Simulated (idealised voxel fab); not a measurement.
The process module that follows is named voxel air gaps.
Cross-section cut spans 285 nm and uses square cells 5 nm in size.
When this document writes out a cross-section, it uses a grid of square cells and lists it as bands, beginning at the top and moving down, with a band standing for one or more rows of cells. A band entry consists of two parts. The first gives the height of the band's top and the height of its bottom, in nm. The rest lists the band's materials from left to right, each with its width in nm. A single material labelled with the word "full width" fills the band from edge to edge, and the word "blank" marks empty space. Height is counted from the level 0, under which the received wafer is composed throughout of one material. The lowest of the bands is not closed at the bottom but continues downward, in the notation "0..down". Width "30->40": first value at the band's top row of cells, second value at its bottom row, equal change from row to row. Any step labelled "no alteration" changed none of the cells in the cross-section. Under "Closed internal cavities" you'll find the enclosed gaps, the ones with no way out to the top, that are 8 cells or bigger; each reads width x height at distance, with distance counted from the left edge, everything in nm. That trailing text on a step's line, after the settings, is the simulator's own remark on the step. Regarding "overlay nm": on a step with a mask, it is the distance the mask lay to the right of its planned place; a negative value places it to the left.

PLANNED STEP LIST FOR THE PROCESS
1 RECEIVE,material Si
2 CONFORMAL_DEP,material SiO2,thk nm 10
3 CONFORMAL_DEP,material SiCN,thk nm 5
4 DIRECTIONAL_DEP,material SiO2,thk nm 40
5 MASKED_ETCH,tone open,mask id LINES,width nm 25,pitch nm 50,etch materials SiO2,depth nm 40,overlay nm 0
6 CONFORMAL_DEP,material TiN,thk nm 5
7 FILL_DEP,material W,thk nm 10
8 CMP,height nm 55
9 EPI,material Ru,thk nm 10
10 SELECTIVE_ETCH,etch materials SiO2,depth nm 50
11 CONFORMAL_DEP,material SiCN,thk nm 5

THE CROSS-SECTION HERE SHOWS THE WAFER AS RECEIVED, I.E. IN ITS STATE AFTER STEP 1
  0..down: Si full width
  Closed internal cavities: none

CROSS-SECTION, FIRST OF TWO WAFERS, END OF MODULE, RUN AS PLANNED
  70..65: 65 of blank | 155 of SiCN | 65 of blank
  65..55: 65 of blank | 5 of SiCN | 45 of Ru | 5 of SiCN | 45 of Ru | 5 of SiCN | 45 of Ru | 5 of SiCN | 65 of blank
  55..50: 65 of blank | 15 of SiCN | 5 of TiN | 15 of W | 5 of TiN | 25 of SiCN | 5 of TiN | 15 of W | 5 of TiN | 25 of SiCN | 5 of TiN | 15 of W | 5 of TiN | 15 of SiCN | 65 of blank
  50..20: 75 of blank | 5 of SiCN | 5 of TiN | 15 of W | 5 of TiN | 5 of SiCN | 15 of blank | 5 of SiCN | 5 of TiN | 15 of W | 5 of TiN | 5 of SiCN | 15 of blank | 5 of SiCN | 5 of TiN | 15 of W | 5 of TiN | 5 of SiCN | 75 of blank
  20..15: 80 of SiCN | 25 of TiN | 25 of SiCN | 25 of TiN | 25 of SiCN | 25 of TiN | 80 of SiCN
  15..10: SiCN full width
  10..0: SiO2 full width
  0..down: Si full width
  Closed internal cavities: 15 x 30 at 110; 15 x 30 at 160

END-OF-MODULE CROSS-SECTION OF THE SECOND WAFER: IDENTICAL STARTING POINT AND PROCESS PLAN TO THE FIRST, WITH ONE PROCESSING MISTAKE
  70..65: 55 of blank | 155 of SiCN | 75 of blank
  65..55: 55 of blank | 5 of SiCN | 45 of Ru | 5 of SiCN | 45 of Ru | 5 of SiCN | 45 of Ru | 5 of SiCN | 75 of blank
  55..50: 55 of blank | 15 of SiCN | 5 of TiN | 15 of W | 5 of TiN | 25 of SiCN | 5 of TiN | 15 of W | 5 of TiN | 25 of SiCN | 5 of TiN | 15 of W | 5 of TiN | 15 of SiCN | 75 of blank
  50..20: 65 of blank | 5 of SiCN | 5 of TiN | 15 of W | 5 of TiN | 5 of SiCN | 15 of blank | 5 of SiCN | 5 of TiN | 15 of W | 5 of TiN | 5 of SiCN | 15 of blank | 5 of SiCN | 5 of TiN | 15 of W | 5 of TiN | 5 of SiCN | 85 of blank
  20..15: 70 of SiCN | 25 of TiN | 25 of SiCN | 25 of TiN | 25 of SiCN | 25 of TiN | 90 of SiCN
  15..10: SiCN full width
  10..0: SiO2 full width
  0..down: Si full width
  Closed internal cavities: 15 x 30 at 100; 15 x 30 at 150
Run error: step 5 did not use the planned setting and instead ran as MASKED_ETCH,tone open,mask id LINES,width nm 25,pitch nm 50,etch materials SiO2,depth nm 40,overlay nm -10
at the end the second wafer has, in cells: as many of each material as the first, in other places
